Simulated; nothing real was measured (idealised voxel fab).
The name of this process module is voxel transistor to metal.
cross-section cut | 215 nm wide | cells 5 nm
Cross-section format: a grid of square cells, given as bands from top to bottom; each band is one or more rows of cells. A band entry consists of two parts. The first gives the height of the band's top and the height of its bottom, in nm. The rest lists the band's materials from left to right, each with its width in nm. A single material labelled with the word "full width" fills the band from edge to edge, and the word "blank" marks empty space. Below 0: as-received wafer, all one material; heights counted from there. Lowest band: no bottom, goes on down, written "0 -> down". A two-number width, for instance "30..40", indicates that the width is equal to the first number in the top row of the band and to the second number in the bottom row, and that it changes by a constant amount per row of cells. "nothing altered" for a step: no cell of the cross-section changed in that step. In "Sealed void list" the enclosed voids are listed, meaning empty spaces of 8 cells or larger without any opening to the top. The form is width x height at distance, distance from the left edge, units nm. It should be noted that, on the line of a given step, the content following the step's settings is a remark produced by the simulator itself with respect to that step. overlay nm: step with mask; distance mask lay right of planned place; negative value = left of planned place.
-- Planned step list for the process
1. RECEIVE: material Si
2. CONFORMAL_DEP: material SiO2, thk nm 5
3. CONFORMAL_DEP: material SiN, thk nm 15
4. PATTERN: tone cover, mask id ACTIVE, material resist, width nm 110, thk nm 15, overlay nm 0
5. DIRECTIONAL_ETCH: etch materials SiN, depth nm 15
6. DIRECTIONAL_ETCH: etch materials SiO2, depth nm 5
7. DIRECTIONAL_ETCH: etch materials Si, depth nm 20
8. STRIP: etch materials resist
9. OXIDIZE: depth nm 5
10. FILL_DEP: material SiO2, thk nm 15
11. CMP: height nm 20
12. SELECTIVE_ETCH: etch materials SiO2, depth nm 10
13. STRIP: etch materials SiN
14. SELECTIVE_ETCH: etch materials SiO2, depth nm 5
15. OXIDIZE: depth nm 5
16. DIRECTIONAL_DEP: material polySi, thk nm 25
17. DIRECTIONAL_DEP: material SiCN, thk nm 10
18. MASKED_ETCH: tone cover, mask id GATE, width nm 20, etch materials SiCN, depth nm 20, overlay nm 0
19. MASKED_ETCH: tone cover, mask id GATE, width nm 20, etch materials polySi, depth nm 35, overlay nm 0
20. CONFORMAL_DEP: material SiO2, thk nm 5
21. DIRECTIONAL_ETCH: etch materials SiO2, depth nm 5
22. CONFORMAL_DEP: material SiN, thk nm 5
23. DIRECTIONAL_ETCH: etch materials SiN, depth nm 5
24. DIRECTIONAL_ETCH: etch materials SiO2, depth nm 5
25. DIRECTIONAL_ETCH: etch materials Si, depth nm 10
26. EPI: material SiGe, thk nm 15
27. FILL_DEP: material SiO2, thk nm 5
28. CMP: height nm 35
29. DIRECTIONAL_DEP: material SiO2, thk nm 15
30. DIRECTIONAL_DEP: material aC, thk nm 10
31. PATTERN: tone open, mask id CONTACT, material resist, width nm 20, pitch nm 70, thk nm 30, overlay nm 0
32. DIRECTIONAL_ETCH: etch materials aC, depth nm 10
33. STRIP: etch materials resist
34. DIRECTIONAL_ETCH: etch materials SiO2, depth nm 50
35. STRIP: etch materials aC
36. CONFORMAL_DEP: material TiN, thk nm 5
37. FILL_DEP: material W, thk nm 10
38. CMP: height nm 50
39. DIRECTIONAL_DEP: material TiN, thk nm 5
40. DIRECTIONAL_DEP: material Ru, thk nm 25
41. DIRECTIONAL_DEP: material aC, thk nm 15
42. PATTERN: tone cover, mask id METAL_1, material resist, width nm 20, pitch nm 70, thk nm 35, overlay nm 0
43. DIRECTIONAL_ETCH: etch materials aC, depth nm 15
44. STRIP: etch materials resist
45. DIRECTIONAL_ETCH: etch materials Ru, depth nm 25
46. DIRECTIONAL_ETCH: etch materials TiN, depth nm 5
47. STRIP: etch materials aC
48. FILL_DEP: material lowk, thk nm 10
49. CMP: height nm 80
50. CONFORMAL_DEP: material SiCN, thk nm 5
-- First of two wafers: run as planned
-- Wafer as received: cross-section following step 1
  0 -> down  Si full width
  Sealed void list: none
-- Take a look at the wafer's cross-section after step 2
  5 -> 0  SiO2 full width
  Everything below 0 is unchanged.
-- Take a look at the wafer's cross-section after step 3
  20 -> 5  SiN full width
  Everything below 5 is unchanged.
-- Take a look at the wafer's cross-section after step 4
  35 -> 20  blank=50, then resist=110, then blank=55
  Everything below 20 is unchanged.
-- Take a look at the wafer's cross-section after step 5
  35 -> 20  blank=50, then resist=110, then blank=55
  20 -> 5  blank=50, then SiN=110, then blank=55
  Everything below 5 is unchanged.
-- Take a look at the wafer's cross-section after step 6
  35 -> 20  blank=50, then resist=110, then blank=55
  20 -> 5  blank=50, then SiN=110, then blank=55
  5 -> 0  blank=50, then SiO2=110, then blank=55
  Everything below 0 is unchanged.
-- Take a look at the wafer's cross-section after step 7
  35 -> 20  blank=50, then resist=110, then blank=55
  20 -> 5  blank=50, then SiN=110, then blank=55
  5 -> 0  blank=50, then SiO2=110, then blank=55
  0 -> -20  blank=50, then Si=110, then blank=55
  Everything below -20 is unchanged.
-- Take a look at the wafer's cross-section after step 8
  20 -> 5  blank=50, then SiN=110, then blank=55
  Everything below 5 is unchanged.
-- Take a look at the wafer's cross-section after step 9
  20 -> 5  blank=50, then SiN=110, then blank=55
  5 -> 0  blank=50, then SiO2=110, then blank=55
  0 -> -20  blank=50, then SiO2=5, then Si=100, then SiO2=5, then blank=55
  -20 -> -25  SiO2=55, then Si=100, then SiO2=60
  Everything below -25 is unchanged.
-- Take a look at the wafer's cross-section after step 10
  35 -> 20  SiO2 full width
  20 -> 5  SiO2=50, then SiN=110, then SiO2=55
  5 -> 0  SiO2 full width
  0 -> -25  SiO2=55, then Si=100, then SiO2=60
  Everything below -25 is unchanged.
-- Take a look at the wafer's cross-section after step 11
  20 -> 5  SiO2=50, then SiN=110, then SiO2=55
  Everything below 5 is unchanged.
-- Take a look at the wafer's cross-section after step 12
  20 -> 10  blank=50, then SiN=110, then blank=55
  Everything below 10 is unchanged.
-- Take a look at the wafer's cross-section after step 13
  10 -> 5  SiO2=50, then blank=110, then SiO2=55
  Everything below 5 is unchanged.
-- Take a look at the wafer's cross-section after step 14
  5 -> 0  SiO2=45, then blank=120, then SiO2=50
  Everything below 0 is unchanged.
-- Take a look at the wafer's cross-section after step 15
  5 -> 0  SiO2=45, then blank=120, then SiO2=50
  0 -> -5  SiO2 full width
  Everything below -5 is unchanged.
-- Take a look at the wafer's cross-section after step 16
  30 -> 25  polySi=45, then blank=120, then polySi=50
  25 -> 5  polySi full width
  5 -> 0  SiO2=45, then polySi=120, then SiO2=50
  Everything below 0 is unchanged.
-- Take a look at the wafer's cross-section after step 17
  40 -> 35  SiCN=45, then blank=120, then SiCN=50
  35 -> 30  SiCN full width
  30 -> 25  polySi=45, then SiCN=120, then polySi=50
  Everything below 25 is unchanged.
-- Take a look at the wafer's cross-section after step 18
  35 -> 30  blank=95, then SiCN=20, then blank=100
  30 -> 25  polySi=45, then blank=50, then SiCN=20, then blank=50, then polySi=50
  Everything below 25 is unchanged.
-- Take a look at the wafer's cross-section after step 19
  35 -> 25  blank=95, then SiCN=20, then blank=100
  25 -> 5  blank=95, then polySi=20, then blank=100
  5 -> 0  SiO2=45, then blank=50, then polySi=20, then blank=50, then SiO2=50
  Everything below 0 is unchanged.
-- Take a look at the wafer's cross-section after step 20
  40 -> 35  blank=90, then SiO2=30, then blank=95
  35 -> 25  blank=90, then SiO2=5, then SiCN=20, then SiO2=5, then blank=95
  25 -> 10  blank=90, then SiO2=5, then polySi=20, then SiO2=5, then blank=95
  10 -> 5  SiO2=50, then blank=40, then SiO2=5, then polySi=20, then SiO2=5, then blank=40, then SiO2=55
  5 -> 0  SiO2=95, then polySi=20, then SiO2=100
  Everything below 0 is unchanged.
-- Take a look at the wafer's cross-section after step 21
  35 -> 25  blank=90, then SiO2=5, then SiCN=20, then SiO2=5, then blank=95
  25 -> 5  blank=90, then SiO2=5, then polySi=20, then SiO2=5, then blank=95
  5 -> 0  SiO2=50, then blank=40, then SiO2=5, then polySi=20, then SiO2=5, then blank=40, then SiO2=55
  Everything below 0 is unchanged.
-- Take a look at the wafer's cross-section after step 22
  40 -> 35  blank=85, then SiN=40, then blank=90
  35 -> 25  blank=85, then SiN=5, then SiO2=5, then SiCN=20, then SiO2=5, then SiN=5, then blank=90
  25 -> 10  blank=85, then SiN=5, then SiO2=5, then polySi=20, then SiO2=5, then SiN=5, then blank=90
  10 -> 5  SiN=55, then blank=30, then SiN=5, then SiO2=5, then polySi=20, then SiO2=5, then SiN=5, then blank=30, then SiN=60
  5 -> 0  SiO2=50, then SiN=40, then SiO2=5, then polySi=20, then SiO2=5, then SiN=40, then SiO2=55
  Everything below 0 is unchanged.
-- Take a look at the wafer's cross-section after step 23
  35 -> 25  blank=85, then SiN=5, then SiO2=5, then SiCN=20, then SiO2=5, then SiN=5, then blank=90
  25 -> 5  blank=85, then SiN=5, then SiO2=5, then polySi=20, then SiO2=5, then SiN=5, then blank=90
  5 -> 0  SiO2=50, then SiN=5, then blank=30, then SiN=5, then SiO2=5, then polySi=20, then SiO2=5, then SiN=5, then blank=30, then SiN=5, then SiO2=55
  Everything below 0 is unchanged.
-- Take a look at the wafer's cross-section after step 24
  35 -> 30  blank=85, then SiN=5, then blank=5, then SiCN=20, then blank=5, then SiN=5, then blank=90
  30 -> 25  blank=85, then SiN=5, then SiO2=5, then SiCN=20, then SiO2=5, then SiN=5, then blank=90
  25 -> 5  blank=85, then SiN=5, then SiO2=5, then polySi=20, then SiO2=5, then SiN=5, then blank=90
  5 -> 0  blank=50, then SiN=5, then blank=30, then SiN=5, then SiO2=5, then polySi=20, then SiO2=5, then SiN=5, then blank=30, then SiN=5, then blank=55
  0 -> -5  SiO2=55, then blank=30, then SiO2=40, then blank=30, then SiO2=60
  Everything below -5 is unchanged.
-- Take a look at the wafer's cross-section after step 25
  35 -> 30  blank=85, then SiN=5, then blank=5, then SiCN=20, then blank=5, then SiN=5, then blank=90
  30 -> 25  blank=85, then SiN=5, then SiO2=5, then SiCN=20, then SiO2=5, then SiN=5, then blank=90
  25 -> 5  blank=85, then SiN=5, then SiO2=5, then polySi=20, then SiO2=5, then SiN=5, then blank=90
  5 -> 0  blank=50, then SiN=5, then blank=30, then SiN=5, then SiO2=5, then polySi=20, then SiO2=5, then SiN=5, then blank=30, then SiN=5, then blank=55
  0 -> -5  SiO2=55, then blank=30, then SiO2=40, then blank=30, then SiO2=60
  -5 -> -15  SiO2=55, then blank=30, then Si=40, then blank=30, then SiO2=60
  Everything below -15 is unchanged.
-- Take a look at the wafer's cross-section after step 26
  35 -> 30  blank=85, then SiN=5, then blank=5, then SiCN=20, then blank=5, then SiN=5, then blank=90
  30 -> 25  blank=85, then SiN=5, then SiO2=5, then SiCN=20, then SiO2=5, then SiN=5, then blank=90
  25 -> 10  blank=85, then SiN=5, then SiO2=5, then polySi=20, then SiO2=5, then SiN=5, then blank=90
  10 -> 5  blank=70, then SiGe=15, then SiN=5, then SiO2=5, then polySi=20, then SiO2=5, then SiN=5, then SiGe=15, then blank=75
  5 -> 0  blank=50, then SiN=5, then blank=15, then SiGe=15, then SiN=5, then SiO2=5, then polySi=20, then SiO2=5, then SiN=5, then SiGe=15, then blank=15, then SiN=5, then blank=55
  0 -> -5  SiO2=55, then SiGe=30, then SiO2=40, then SiGe=30, then SiO2=60
  -5 -> -15  SiO2=55, then SiGe=30, then Si=40, then SiGe=30, then SiO2=60
  Everything below -15 is unchanged.
-- Take a look at the wafer's cross-section after step 27
  40 -> 35  SiO2 full width
  35 -> 25  SiO2=85, then SiN=5, then SiO2=5, then SiCN=20, then SiO2=5, then SiN=5, then SiO2=90
  25 -> 10  SiO2=85, then SiN=5, then SiO2=5, then polySi=20, then SiO2=5, then SiN=5, then SiO2=90
  10 -> 5  SiO2=70, then SiGe=15, then SiN=5, then SiO2=5, then polySi=20, then SiO2=5, then SiN=5, then SiGe=15, then SiO2=75
  5 -> 0  SiO2=50, then SiN=5, then SiO2=15, then SiGe=15, then SiN=5, then SiO2=5, then polySi=20, then SiO2=5, then SiN=5, then SiGe=15, then SiO2=15, then SiN=5, then SiO2=55
  Everything below 0 is unchanged.
-- Take a look at the wafer's cross-section after step 28
  35 -> 25  SiO2=85, then SiN=5, then SiO2=5, then SiCN=20, then SiO2=5, then SiN=5, then SiO2=90
  Everything below 25 is unchanged.
-- Take a look at the wafer's cross-section after step 29
  50 -> 35  SiO2 full width
  Everything below 35 is unchanged.
-- Take a look at the wafer's cross-section after step 30
  60 -> 50  aC full width
  Everything below 50 is unchanged.
-- Take a look at the wafer's cross-section after step 31
  90 -> 60  resist=60, then blank=20, then resist=50, then blank=20, then resist=65
  Everything below 60 is unchanged.
-- Take a look at the wafer's cross-section after step 32
  80 -> 60  resist=60, then blank=20, then resist=50, then blank=20, then resist=65
  60 -> 50  aC=60, then blank=20, then aC=50, then blank=20, then aC=65
  Everything below 50 is unchanged.
-- Take a look at the wafer's cross-section after step 33
  60 -> 50  aC=60, then blank=20, then aC=50, then blank=20, then aC=65
  Everything below 50 is unchanged.
-- Take a look at the wafer's cross-section after step 34
  60 -> 50  aC=60, then blank=20, then aC=50, then blank=20, then aC=65
  50 -> 35  SiO2=60, then blank=20, then SiO2=50, then blank=20, then SiO2=65
  35 -> 25  SiO2=60, then blank=20, then SiO2=5, then SiN=5, then SiO2=5, then SiCN=20, then SiO2=5, then SiN=5, then SiO2=5, then blank=20, then SiO2=65
  25 -> 10  SiO2=60, then blank=20, then SiO2=5, then SiN=5, then SiO2=5, then polySi=20, then SiO2=5, then SiN=5, then SiO2=5, then blank=20, then SiO2=65
  10 -> 5  SiO2=60, then blank=10, then SiGe=15, then SiN=5, then SiO2=5, then polySi=20, then SiO2=5, then SiN=5, then SiGe=15, then blank=10, then SiO2=65
  5 -> 0  SiO2=50, then SiN=5, then SiO2=5, then blank=10, then SiGe=15, then SiN=5, then SiO2=5, then polySi=20, then SiO2=5, then SiN=5, then SiGe=15, then blank=10, then SiO2=5, then SiN=5, then SiO2=55
  Everything below 0 is unchanged.
-- Take a look at the wafer's cross-section after step 35
  50 -> 35  SiO2=60, then blank=20, then SiO2=50, then blank=20, then SiO2=65
  Everything below 35 is unchanged.
-- Take a look at the wafer's cross-section after step 36
  55 -> 50  TiN=65, then blank=10, then TiN=60, then blank=10, then TiN=70
  50 -> 35  SiO2=60, then TiN=5, then blank=10, then TiN=5, then SiO2=50, then TiN=5, then blank=10, then TiN=5, then SiO2=65
  35 -> 25  SiO2=60, then TiN=5, then blank=10, then TiN=5, then SiO2=5, then SiN=5, then SiO2=5, then SiCN=20, then SiO2=5, then SiN=5, then SiO2=5, then TiN=5, then blank=10, then TiN=5, then SiO2=65
  25 -> 15  SiO2=60, then TiN=5, then blank=10, then TiN=5, then SiO2=5, then SiN=5, then SiO2=5, then polySi=20, then SiO2=5, then SiN=5, then SiO2=5, then TiN=5, then blank=10, then TiN=5, then SiO2=65
  15 -> 10  SiO2=60, then TiN=20, then SiO2=5, then SiN=5, then SiO2=5, then polySi=20, then SiO2=5, then SiN=5, then SiO2=5, then TiN=20, then SiO2=65
  10 -> 5  SiO2=60, then TiN=10, then SiGe=15, then SiN=5, then SiO2=5, then polySi=20, then SiO2=5, then SiN=5, then SiGe=15, then TiN=10, then SiO2=65
  5 -> 0  SiO2=50, then SiN=5, then SiO2=5, then TiN=10, then SiGe=15, then SiN=5, then SiO2=5, then polySi=20, then SiO2=5, then SiN=5, then SiGe=15, then TiN=10, then SiO2=5, then SiN=5, then SiO2=55
  Everything below 0 is unchanged.
-- Take a look at the wafer's cross-section after step 37
  65 -> 55  W full width
  55 -> 50  TiN=65, then W=10, then TiN=60, then W=10, then TiN=70
  50 -> 35  SiO2=60, then TiN=5, then W=10, then TiN=5, then SiO2=50, then TiN=5, then W=10, then TiN=5, then SiO2=65
  35 -> 25  SiO2=60, then TiN=5, then W=10, then TiN=5, then SiO2=5, then SiN=5, then SiO2=5, then SiCN=20, then SiO2=5, then SiN=5, then SiO2=5, then TiN=5, then W=10, then TiN=5, then SiO2=65
  25 -> 15  SiO2=60, then TiN=5, then W=10, then TiN=5, then SiO2=5, then SiN=5, then SiO2=5, then polySi=20, then SiO2=5, then SiN=5, then SiO2=5, then TiN=5, then W=10, then TiN=5, then SiO2=65
  Everything below 15 is unchanged.
-- Take a look at the wafer's cross-section after step 38
  50 -> 35  SiO2=60, then TiN=5, then W=10, then TiN=5, then SiO2=50, then TiN=5, then W=10, then TiN=5, then SiO2=65
  Everything below 35 is unchanged.
-- Take a look at the wafer's cross-section after step 39
  55 -> 50  TiN full width
  Everything below 50 is unchanged.
-- Take a look at the wafer's cross-section after step 40
  80 -> 55  Ru full width
  Everything below 55 is unchanged.
-- Take a look at the wafer's cross-section after step 41
  95 -> 80  aC full width
  Everything below 80 is unchanged.
-- Take a look at the wafer's cross-section after step 42
  130 -> 95  blank=60, then resist=20, then blank=50, then resist=20, then blank=65
  Everything below 95 is unchanged.
-- Take a look at the wafer's cross-section after step 43
  115 -> 95  blank=60, then resist=20, then blank=50, then resist=20, then blank=65
  95 -> 80  blank=60, then aC=20, then blank=50, then aC=20, then blank=65
  Everything below 80 is unchanged.
-- Take a look at the wafer's cross-section after step 44
  95 -> 80  blank=60, then aC=20, then blank=50, then aC=20, then blank=65
  Everything below 80 is unchanged.
-- Take a look at the wafer's cross-section after step 45
  95 -> 80  blank=60, then aC=20, then blank=50, then aC=20, then blank=65
  80 -> 55  blank=60, then Ru=20, then blank=50, then Ru=20, then blank=65
  Everything below 55 is unchanged.
-- Take a look at the wafer's cross-section after step 46
  95 -> 80  blank=60, then aC=20, then blank=50, then aC=20, then blank=65
  80 -> 55  blank=60, then Ru=20, then blank=50, then Ru=20, then blank=65
  55 -> 50  blank=60, then TiN=20, then blank=50, then TiN=20, then blank=65
  Everything below 50 is unchanged.
-- Take a look at the wafer's cross-section after step 47
  80 -> 55  blank=60, then Ru=20, then blank=50, then Ru=20, then blank=65
  Everything below 55 is unchanged.
-- Take a look at the wafer's cross-section after step 48
  90 -> 80  lowk full width
  80 -> 55  lowk=60, then Ru=20, then lowk=50, then Ru=20, then lowk=65
  55 -> 50  lowk=60, then TiN=20, then lowk=50, then TiN=20, then lowk=65
  Everything below 50 is unchanged.
-- Take a look at the wafer's cross-section after step 49
  80 -> 55  lowk=60, then Ru=20, then lowk=50, then Ru=20, then lowk=65
  Everything below 55 is unchanged.
-- Take a look at the wafer's cross-section after step 50
  85 -> 80  SiCN full width
  Everything below 80 is unchanged.
-- Now the other wafer: same start, same recipe, but we messed up one thing when running it. Up to and including step 49 it's the same as the first one
-- Second wafer shown in cross-section at the time step 50 was slated to end
  85 -> 80  SiN full width
  Everything below 80 is unchanged.
Run error: step 50 was processed under conditions differing from the plan, specifically as CONFORMAL_DEP: material SiN, thk nm 5
Counted in cells at the end, the second wafer holds more or fewer of these materials than the first: 43 fewer of SiCN, 43 more of SiN
